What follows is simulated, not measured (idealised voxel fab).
Documented hereafter: the process module known as voxel self aligned vias.
Section cut is 245 nm wide and gridded with 5 nm square cells.
Cross-section format: a grid of square cells, given as bands from top to bottom; each band is one or more rows of cells. Band: top height; bottom height; in nm. Then, left to right: material with width in nm, for each material. "edge to edge": a single material spanning edge to edge. "empty": empty space. Height 0 is the level under which the wafer as received is all one material. The lowest band goes on downwards, as in "top 0, no bottom". The expression "30->40" gives the width at the extremes of the band, the first number at its top row of cells and the second at its bottom row, with the width changing by equal amounts from each row to the next in between. Where the words "left unchanged" appear for a step, the cross-section shows no cell changed by that step; every cell remained as before. Look at "Voids, enclosed" for the closed voids: empty spaces with no open path to the top, sized 8 cells or up. Each is width x height at distance, distance from the left edge, all nm. Heads up: the bit after the settings on a step's line is the simulator's remark on that step. overlay nm: mask right of planned place by this much (step with mask). Neg. = left.

Intended process steps
1 RECEIVE: material Si
2 CONFORMAL_DEP: material SiO2, thk nm 15
3 CONFORMAL_DEP: material SiCN, thk nm 5
4 DIRECTIONAL_DEP: material SiO2, thk nm 25
5 MASKED_ETCH: tone open, mask id LINES, width nm 25, pitch nm 65, etch materials SiO2, depth nm 25, overlay nm 0
6 CONFORMAL_DEP: material TiN, thk nm 5
7 FILL_DEP: material Ru, thk nm 5
8 CMP: height nm 45
9 SELECTIVE_ETCH: etch materials W Ru TiN, depth nm 5
10 FILL_DEP: material SiN, thk nm 5
11 CMP: height nm 45
12 DIRECTIONAL_DEP: material SiO2, thk nm 15
13 DIRECTIONAL_DEP: material aC, thk nm 10
14 PATTERN: tone open, mask id VIAS, material resist, width nm 45, pitch nm 130, thk nm 25, overlay nm 0
15 DIRECTIONAL_ETCH: etch materials aC, depth nm 10
16 STRIP: etch materials resist
17 DIRECTIONAL_ETCH: etch materials SiO2, depth nm 15
18 DIRECTIONAL_ETCH: etch materials SiN, depth nm 5
19 STRIP: etch materials aC
20 CONFORMAL_DEP: material TiN, thk nm 5
21 FILL_DEP: material Ru, thk nm 10
22 CMP: height nm 60
23 CONFORMAL_DEP: material SiN, thk nm 5

The first wafer of two, processed as planned

The cross-section here shows the wafer as received, i.e. in its state after step 1
- top 0, no bottom  Si edge to edge
- Voids, enclosed: none

Once step 2 is through, the wafer looks like this in cross-section
- top 15, bottom 0  SiO2 edge to edge
- Everything under 0 stays put, no change at all.

Once step 3 is through, the wafer looks like this in cross-section
- top 20, bottom 15  SiCN edge to edge
- Everything under 15 stays put, no change at all.

Once step 4 is through, the wafer looks like this in cross-section
- top 45, bottom 20  SiO2 edge to edge
- Everything under 20 stays put, no change at all.

Once step 5 is through, the wafer looks like this in cross-section
- top 45, bottom 20  SiO2=45 / empty=25 / SiO2=40 / empty=25 / SiO2=40 / empty=25 / SiO2=45
- Everything under 20 stays put, no change at all.

Once step 6 is through, the wafer looks like this in cross-section
- top 50, bottom 45  TiN=50 / empty=15 / TiN=50 / empty=15 / TiN=50 / empty=15 / TiN=50
- top 45, bottom 25  SiO2=45 / TiN=5 / empty=15 / TiN=5 / SiO2=40 / TiN=5 / empty=15 / TiN=5 / SiO2=40 / TiN=5 / empty=15 / TiN=5 / SiO2=45
- top 25, bottom 20  SiO2=45 / TiN=25 / SiO2=40 / TiN=25 / SiO2=40 / TiN=25 / SiO2=45
- Everything under 20 stays put, no change at all.

Once step 7 is through, the wafer looks like this in cross-section
- top 55, bottom 50  Ru edge to edge
- top 50, bottom 45  TiN=50 / Ru=15 / TiN=50 / Ru=15 / TiN=50 / Ru=15 / TiN=50
- top 45, bottom 25  SiO2=45 / TiN=5 / Ru=15 / TiN=5 / SiO2=40 / TiN=5 / Ru=15 / TiN=5 / SiO2=40 / TiN=5 / Ru=15 / TiN=5 / SiO2=45
- Everything under 25 stays put, no change at all.

Once step 8 is through, the wafer looks like this in cross-section
- top 45, bottom 25  SiO2=45 / TiN=5 / Ru=15 / TiN=5 / SiO2=40 / TiN=5 / Ru=15 / TiN=5 / SiO2=40 / TiN=5 / Ru=15 / TiN=5 / SiO2=45
- Everything under 25 stays put, no change at all.

Once step 9 is through, the wafer looks like this in cross-section
- top 45, bottom 40  SiO2=45 / empty=25 / SiO2=40 / empty=25 / SiO2=40 / empty=25 / SiO2=45
- Everything under 40 stays put, no change at all.

Once step 10 is through, the wafer looks like this in cross-section
- top 50, bottom 45  SiN edge to edge
- top 45, bottom 40  SiO2=45 / SiN=25 / SiO2=40 / SiN=25 / SiO2=40 / SiN=25 / SiO2=45
- Everything under 40 stays put, no change at all.

Once step 11 is through, the wafer looks like this in cross-section
- top 45, bottom 40  SiO2=45 / SiN=25 / SiO2=40 / SiN=25 / SiO2=40 / SiN=25 / SiO2=45
- Everything under 40 stays put, no change at all.

Once step 12 is through, the wafer looks like this in cross-section
- top 60, bottom 45  SiO2 edge to edge
- Everything under 45 stays put, no change at all.

Once step 13 is through, the wafer looks like this in cross-section
- top 70, bottom 60  aC edge to edge
- Everything under 60 stays put, no change at all.

Once step 14 is through, the wafer looks like this in cross-section
- top 95, bottom 70  resist=35 / empty=45 / resist=85 / empty=45 / resist=35
- Everything under 70 stays put, no change at all.

Once step 15 is through, the wafer looks like this in cross-section
- top 85, bottom 70  resist=35 / empty=45 / resist=85 / empty=45 / resist=35
- top 70, bottom 60  aC=35 / empty=45 / aC=85 / empty=45 / aC=35
- Everything under 60 stays put, no change at all.

Once step 16 is through, the wafer looks like this in cross-section
- top 70, bottom 60  aC=35 / empty=45 / aC=85 / empty=45 / aC=35
- Everything under 60 stays put, no change at all.

Once step 17 is through, the wafer looks like this in cross-section
- top 70, bottom 60  aC=35 / empty=45 / aC=85 / empty=45 / aC=35
- top 60, bottom 45  SiO2=35 / empty=45 / SiO2=85 / empty=45 / SiO2=35
- Everything under 45 stays put, no change at all.

Once step 18 is through, the wafer looks like this in cross-section
- top 70, bottom 60  aC=35 / empty=45 / aC=85 / empty=45 / aC=35
- top 60, bottom 45  SiO2=35 / empty=45 / SiO2=85 / empty=45 / SiO2=35
- top 45, bottom 40  SiO2=45 / empty=25 / SiO2=40 / SiN=25 / SiO2=40 / empty=25 / SiO2=45
- Everything under 40 stays put, no change at all.

Once step 19 is through, the wafer looks like this in cross-section
- top 60, bottom 45  SiO2=35 / empty=45 / SiO2=85 / empty=45 / SiO2=35
- Everything under 45 stays put, no change at all.

Once step 20 is through, the wafer looks like this in cross-section
- top 65, bottom 60  TiN=40 / empty=35 / TiN=95 / empty=35 / TiN=40
- top 60, bottom 50  SiO2=35 / TiN=5 / empty=35 / TiN=5 / SiO2=85 / TiN=5 / empty=35 / TiN=5 / SiO2=35
- top 50, bottom 45  SiO2=35 / TiN=15 / empty=15 / TiN=15 / SiO2=85 / TiN=15 / empty=15 / TiN=15 / SiO2=35
- top 45, bottom 40  SiO2=45 / TiN=25 / SiO2=40 / SiN=25 / SiO2=40 / TiN=25 / SiO2=45
- Everything under 40 stays put, no change at all.

Once step 21 is through, the wafer looks like this in cross-section
- top 75, bottom 65  Ru edge to edge
- top 65, bottom 60  TiN=40 / Ru=35 / TiN=95 / Ru=35 / TiN=40
- top 60, bottom 50  SiO2=35 / TiN=5 / Ru=35 / TiN=5 / SiO2=85 / TiN=5 / Ru=35 / TiN=5 / SiO2=35
- top 50, bottom 45  SiO2=35 / TiN=15 / Ru=15 / TiN=15 / SiO2=85 / TiN=15 / Ru=15 / TiN=15 / SiO2=35
- Everything under 45 stays put, no change at all.

Once step 22 is through, the wafer looks like this in cross-section
- top 60, bottom 50  SiO2=35 / TiN=5 / Ru=35 / TiN=5 / SiO2=85 / TiN=5 / Ru=35 / TiN=5 / SiO2=35
- Everything under 50 stays put, no change at all.

Once step 23 is through, the wafer looks like this in cross-section
- top 65, bottom 60  SiN edge to edge
- Everything under 60 stays put, no change at all.

The second wafer was prepared from the same starting point and under the same plan as the first; its processing contained one mistake, and it remains indistinguishable from the first wafer up to and including step 16

At the planned end of step 17, the second wafer in cross-section
- top 70, bottom 60  aC=35 / empty=45 / aC=85 / empty=45 / aC=35
- top 60, bottom 45  SiO2=35 / empty=45 / SiO2=85 / empty=45 / SiO2=35
- top 45, bottom 40  SiO2=35 / empty=10 / SiN=25 / empty=10 / SiO2=30 / SiN=25 / SiO2=30 / empty=10 / SiN=25 / empty=10 / SiO2=35
- top 40, bottom 30  SiO2=35 / empty=10 / TiN=5 / Ru=15 / TiN=5 / empty=10 / SiO2=30 / TiN=5 / Ru=15 / TiN=5 / SiO2=30 / empty=10 / TiN=5 / Ru=15 / TiN=5 / empty=10 / SiO2=35
- Everything under 30 stays put, no change at all.

At the planned end of step 18, the second wafer in cross-section
- top 70, bottom 60  aC=35 / empty=45 / aC=85 / empty=45 / aC=35
- top 60, bottom 45  SiO2=35 / empty=45 / SiO2=85 / empty=45 / SiO2=35
- top 45, bottom 40  SiO2=35 / empty=45 / SiO2=30 / SiN=25 / SiO2=30 / empty=45 / SiO2=35
- Everything under 40 stays put, no change at all.

At the planned end of step 19, the second wafer in cross-section
- top 60, bottom 45  SiO2=35 / empty=45 / SiO2=85 / empty=45 / SiO2=35
- Everything under 45 stays put, no change at all.

At the planned end of step 20, the second wafer in cross-section
- top 65, bottom 60  TiN=40 / empty=35 / TiN=95 / empty=35 / TiN=40
- top 60, bottom 45  SiO2=35 / TiN=5 / empty=35 / TiN=5 / SiO2=85 / TiN=5 / empty=35 / TiN=5 / SiO2=35
- top 45, bottom 40  SiO2=35 / TiN=45 / SiO2=30 / SiN=25 / SiO2=30 / TiN=45 / SiO2=35
- top 40, bottom 30  SiO2=35 / TiN=15 / Ru=15 / TiN=15 / SiO2=30 / TiN=5 / Ru=15 / TiN=5 / SiO2=30 / TiN=15 / Ru=15 / TiN=15 / SiO2=35
- Everything under 30 stays put, no change at all.

At the planned end of step 21, the second wafer in cross-section
- top 75, bottom 65  Ru edge to edge
- top 65, bottom 60  TiN=40 / Ru=35 / TiN=95 / Ru=35 / TiN=40
- top 60, bottom 45  SiO2=35 / TiN=5 / Ru=35 / TiN=5 / SiO2=85 / TiN=5 / Ru=35 / TiN=5 / SiO2=35
- Everything under 45 stays put, no change at all.

At the planned end of step 22, the second wafer in cross-section
- top 60, bottom 45  SiO2=35 / TiN=5 / Ru=35 / TiN=5 / SiO2=85 / TiN=5 / Ru=35 / TiN=5 / SiO2=35
- Everything under 45 stays put, no change at all.

At the planned end of step 23, the second wafer in cross-section
- top 65, bottom 60  SiN edge to edge
- Everything under 60 stays put, no change at all.
Plan not followed: step 17, plan: ran twice
at the end the second wafer has, in cells: +8 Ru, -24 SiO2, +16 TiN
